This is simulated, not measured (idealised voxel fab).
This is a process module. Its name is voxel self aligned vias.
Displayed cross-section: cut, width of 265 nm, square cells sized 5 nm.
Cross-section = grid of square cells, listed top down in bands; band = one or more rows.
Look at the band entry: it leads with the top's height and the bottom's height in nm. Then it lists the materials left to right, with a width in nm for each. The word "throughout" on a single material says that material fills the band edge to edge. The word "empty" is empty space.
Below 0: as-received wafer, all one material; heights counted from there. Lowest band: no bottom, goes on down, written "top 0, no bottom".
The notation "30 to 40" denotes a width that varies across the rows of cells in the band, beginning at the first number in the top row, finishing at the second number in the bottom row, and changing by an identical amount from each row to the next.
Any step labelled "identical to before" changed none of the cells in the cross-section.
Sealed cavities: empty space of 8 cells or more with no open way to the top, each as width x height at its distance from the left edge, in nm
That trailing text on a step's line, after the settings, is the simulator's own remark on the step.
overlay nm: how far to the right of its planned place the mask lay on this masked step (negative: to the left).
# This section lists the process steps that were planned
| 1 | RECEIVE [material Si] |
| 2 | CONFORMAL_DEP [material SiO2] [thk nm 15] |
| 3 | CONFORMAL_DEP [material SiCN] [thk nm 5] |
| 4 | DIRECTIONAL_DEP [material SiO2] [thk nm 30] |
| 5 | MASKED_ETCH [tone open] [mask id LINES] [width nm 25] [pitch nm 60] [etch materials SiO2] [depth nm 30] [overlay nm 0] |
| 6 | CONFORMAL_DEP [material TiN] [thk nm 5] |
| 7 | FILL_DEP [material W] [thk nm 5] |
| 8 | CMP [height nm 50] |
| 9 | SELECTIVE_ETCH [etch materials W Ru TiN] [depth nm 10] |
| 10 | FILL_DEP [material SiN] [thk nm 10] |
| 11 | CMP [height nm 50] |
| 12 | DIRECTIONAL_DEP [material SiO2] [thk nm 15] |
| 13 | MASKED_ETCH [tone open] [mask id VIAS] [width nm 45] [pitch nm 60] [etch materials SiO2] [depth nm 15] [overlay nm 0] |
| 14 | MASKED_ETCH [tone open] [mask id VIAS] [width nm 45] [pitch nm 60] [etch materials SiN] [depth nm 10] [overlay nm 0] |
| 15 | CONFORMAL_DEP [material TiN] [thk nm 5] |
| 16 | FILL_DEP [material Ru] [thk nm 5] |
| 17 | CMP [height nm 65] |
| 18 | CONFORMAL_DEP [material SiCN] [thk nm 5] |
# Below: the first of two wafers, run as planned
# Wafer as received: cross-section following step 1
  top 0, no bottom = Si throughout
  Sealed cavities: none
# Cross-section through the wafer, step 2 finished
  top 15, bottom 0 = SiO2 throughout
  Note: structure below 0 unchanged.
# Cross-section through the wafer, step 3 finished
  top 20, bottom 15 = SiCN throughout
  Note: structure below 15 unchanged.
# Cross-section through the wafer, step 4 finished
  top 50, bottom 20 = SiO2 throughout
  Note: structure below 20 unchanged.
# Cross-section through the wafer, step 5 finished
  top 50, bottom 20 = SiO2 60 nm | empty 25 nm | SiO2 35 nm | empty 25 nm | SiO2 35 nm | empty 25 nm | SiO2 60 nm
  Note: structure below 20 unchanged.
# Cross-section through the wafer, step 6 finished
  top 55, bottom 50 = TiN 65 nm | empty 15 nm | TiN 45 nm | empty 15 nm | TiN 45 nm | empty 15 nm | TiN 65 nm
  top 50, bottom 25 = SiO2 60 nm | TiN 5 nm | empty 15 nm | TiN 5 nm | SiO2 35 nm | TiN 5 nm | empty 15 nm | TiN 5 nm | SiO2 35 nm | TiN 5 nm | empty 15 nm | TiN 5 nm | SiO2 60 nm
  top 25, bottom 20 = SiO2 60 nm | TiN 25 nm | SiO2 35 nm | TiN 25 nm | SiO2 35 nm | TiN 25 nm | SiO2 60 nm
  Note: structure below 20 unchanged.
# Cross-section through the wafer, step 7 finished
  top 60, bottom 55 = W throughout
  top 55, bottom 50 = TiN 65 nm | W 15 nm | TiN 45 nm | W 15 nm | TiN 45 nm | W 15 nm | TiN 65 nm
  top 50, bottom 25 = SiO2 60 nm | TiN 5 nm | W 15 nm | TiN 5 nm | SiO2 35 nm | TiN 5 nm | W 15 nm | TiN 5 nm | SiO2 35 nm | TiN 5 nm | W 15 nm | TiN 5 nm | SiO2 60 nm
  Note: structure below 25 unchanged.
# Cross-section through the wafer, step 8 finished
  top 50, bottom 25 = SiO2 60 nm | TiN 5 nm | W 15 nm | TiN 5 nm | SiO2 35 nm | TiN 5 nm | W 15 nm | TiN 5 nm | SiO2 35 nm | TiN 5 nm | W 15 nm | TiN 5 nm | SiO2 60 nm
  Note: structure below 25 unchanged.
# Cross-section through the wafer, step 9 finished
  top 50, bottom 40 = SiO2 60 nm | empty 25 nm | SiO2 35 nm | empty 25 nm | SiO2 35 nm | empty 25 nm | SiO2 60 nm
  Note: structure below 40 unchanged.
# Cross-section through the wafer, step 10 finished
  top 60, bottom 50 = SiN throughout
  top 50, bottom 40 = SiO2 60 nm | SiN 25 nm | SiO2 35 nm | SiN 25 nm | SiO2 35 nm | SiN 25 nm | SiO2 60 nm
  Note: structure below 40 unchanged.
# Cross-section through the wafer, step 11 finished
  top 50, bottom 40 = SiO2 60 nm | SiN 25 nm | SiO2 35 nm | SiN 25 nm | SiO2 35 nm | SiN 25 nm | SiO2 60 nm
  Note: structure below 40 unchanged.
# Cross-section through the wafer, step 12 finished
  top 65, bottom 50 = SiO2 throughout
  Note: structure below 50 unchanged.
# Cross-section through the wafer, step 13 finished
  top 65, bottom 50 = SiO2 50 nm | empty 45 nm | SiO2 15 nm | empty 45 nm | SiO2 15 nm | empty 45 nm | SiO2 50 nm
  Note: structure below 50 unchanged.
# Cross-section through the wafer, step 14 finished
  top 65, bottom 50 = SiO2 50 nm | empty 45 nm | SiO2 15 nm | empty 45 nm | SiO2 15 nm | empty 45 nm | SiO2 50 nm
  top 50, bottom 40 = SiO2 60 nm | empty 25 nm | SiO2 35 nm | empty 25 nm | SiO2 35 nm | empty 25 nm | SiO2 60 nm
  Note: structure below 40 unchanged.
# Cross-section through the wafer, step 15 finished
  top 70, bottom 65 = TiN 55 nm | empty 35 nm | TiN 25 nm | empty 35 nm | TiN 25 nm | empty 35 nm | TiN 55 nm
  top 65, bottom 55 = SiO2 50 nm | TiN 5 nm | empty 35 nm | TiN 5 nm | SiO2 15 nm | TiN 5 nm | empty 35 nm | TiN 5 nm | SiO2 15 nm | TiN 5 nm | empty 35 nm | TiN 5 nm | SiO2 50 nm
  top 55, bottom 45 = SiO2 50 to 60 nm | TiN 15 to 5 nm | empty 15 nm | TiN 15 to 5 nm | SiO2 15 to 35 nm | TiN 15 to 5 nm | empty 15 nm | TiN 15 to 5 nm | SiO2 15 to 35 nm | TiN 15 to 5 nm | empty 15 nm | TiN 15 to 5 nm | SiO2 50 to 60 nm
  top 45, bottom 40 = SiO2 60 nm | TiN 25 nm | SiO2 35 nm | TiN 25 nm | SiO2 35 nm | TiN 25 nm | SiO2 60 nm
  Note: structure below 40 unchanged.
# Cross-section through the wafer, step 16 finished
  top 75, bottom 70 = Ru throughout
  top 70, bottom 65 = TiN 55 nm | Ru 35 nm | TiN 25 nm | Ru 35 nm | TiN 25 nm | Ru 35 nm | TiN 55 nm
  top 65, bottom 55 = SiO2 50 nm | TiN 5 nm | Ru 35 nm | TiN 5 nm | SiO2 15 nm | TiN 5 nm | Ru 35 nm | TiN 5 nm | SiO2 15 nm | TiN 5 nm | Ru 35 nm | TiN 5 nm | SiO2 50 nm
  top 55, bottom 45 = SiO2 50 to 60 nm | TiN 15 to 5 nm | Ru 15 nm | TiN 15 to 5 nm | SiO2 15 to 35 nm | TiN 15 to 5 nm | Ru 15 nm | TiN 15 to 5 nm | SiO2 15 to 35 nm | TiN 15 to 5 nm | Ru 15 nm | TiN 15 to 5 nm | SiO2 50 to 60 nm
  Note: structure below 45 unchanged.
# Cross-section through the wafer, step 17 finished
  top 65, bottom 55 = SiO2 50 nm | TiN 5 nm | Ru 35 nm | TiN 5 nm | SiO2 15 nm | TiN 5 nm | Ru 35 nm | TiN 5 nm | SiO2 15 nm | TiN 5 nm | Ru 35 nm | TiN 5 nm | SiO2 50 nm
  Note: structure below 55 unchanged.
# Cross-section through the wafer, step 18 finished
  top 70, bottom 65 = SiCN throughout
  Note: structure below 65 unchanged.
# The remaining wafer, second of the two, started like the first and was run to the same plan, except that one mistake was made along the way; the two coincide through step 12, inclusive
# Cross-sectional representation of the second wafer at the time designated in the plan for the completion of step 13
  top 65, bottom 50 = SiO2 50 nm | empty 45 nm | SiO2 15 nm | empty 45 nm | SiO2 15 nm | empty 45 nm | SiO2 50 nm
  top 50, bottom 40 = SiO2 50 nm | empty 10 nm | SiN 25 nm | empty 10 nm | SiO2 15 nm | empty 10 nm | SiN 25 nm | empty 10 nm | SiO2 15 nm | empty 10 nm | SiN 25 nm | empty 10 nm | SiO2 50 nm
  top 40, bottom 35 = SiO2 50 nm | empty 10 nm | TiN 5 nm | W 15 nm | TiN 5 nm | empty 10 nm | SiO2 15 nm | empty 10 nm | TiN 5 nm | W 15 nm | TiN 5 nm | empty 10 nm | SiO2 15 nm | empty 10 nm | TiN 5 nm | W 15 nm | TiN 5 nm | empty 10 nm | SiO2 50 nm
  Note: structure below 35 unchanged.
# Cross-sectional representation of the second wafer at the time designated in the plan for the completion of step 14
  top 65, bottom 40 = SiO2 50 nm | empty 45 nm | SiO2 15 nm | empty 45 nm | SiO2 15 nm | empty 45 nm | SiO2 50 nm
  Note: structure below 40 unchanged.
# Cross-sectional representation of the second wafer at the time designated in the plan for the completion of step 15
  top 70, bottom 65 = TiN 55 nm | empty 35 nm | TiN 25 nm | empty 35 nm | TiN 25 nm | empty 35 nm | TiN 55 nm
  top 65, bottom 45 = SiO2 50 nm | TiN 5 nm | empty 35 nm | TiN 5 nm | SiO2 15 nm | TiN 5 nm | empty 35 nm | TiN 5 nm | SiO2 15 nm | TiN 5 nm | empty 35 nm | TiN 5 nm | SiO2 50 nm
  top 45, bottom 40 = SiO2 50 nm | TiN 45 nm | SiO2 15 nm | TiN 45 nm | SiO2 15 nm | TiN 45 nm | SiO2 50 nm
  top 40, bottom 35 = SiO2 50 nm | TiN 15 nm | W 15 nm | TiN 15 nm | SiO2 15 nm | TiN 15 nm | W 15 nm | TiN 15 nm | SiO2 15 nm | TiN 15 nm | W 15 nm | TiN 15 nm | SiO2 50 nm
  Note: structure below 35 unchanged.
# Cross-sectional representation of the second wafer at the time designated in the plan for the completion of step 16
  top 75, bottom 70 = Ru throughout
  top 70, bottom 65 = TiN 55 nm | Ru 35 nm | TiN 25 nm | Ru 35 nm | TiN 25 nm | Ru 35 nm | TiN 55 nm
  top 65, bottom 45 = SiO2 50 nm | TiN 5 nm | Ru 35 nm | TiN 5 nm | SiO2 15 nm | TiN 5 nm | Ru 35 nm | TiN 5 nm | SiO2 15 nm | TiN 5 nm | Ru 35 nm | TiN 5 nm | SiO2 50 nm
  Note: structure below 45 unchanged.
# Cross-sectional representation of the second wafer at the time designated in the plan for the completion of step 17
  top 65, bottom 45 = SiO2 50 nm | TiN 5 nm | Ru 35 nm | TiN 5 nm | SiO2 15 nm | TiN 5 nm | Ru 35 nm | TiN 5 nm | SiO2 15 nm | TiN 5 nm | Ru 35 nm | TiN 5 nm | SiO2 50 nm
  Note: structure below 45 unchanged.
# Cross-sectional representation of the second wafer at the time designated in the plan for the completion of step 18
  top 70, bottom 65 = SiCN throughout
  Note: structure below 65 unchanged.
Nonconformance to the process plan: regarding the plan, step 13 was run twice
The final cell counts differ between the wafers, with the second having more or fewer of some materials than the first: Ru: 24 more | SiO2: 36 fewer | TiN: 12 more
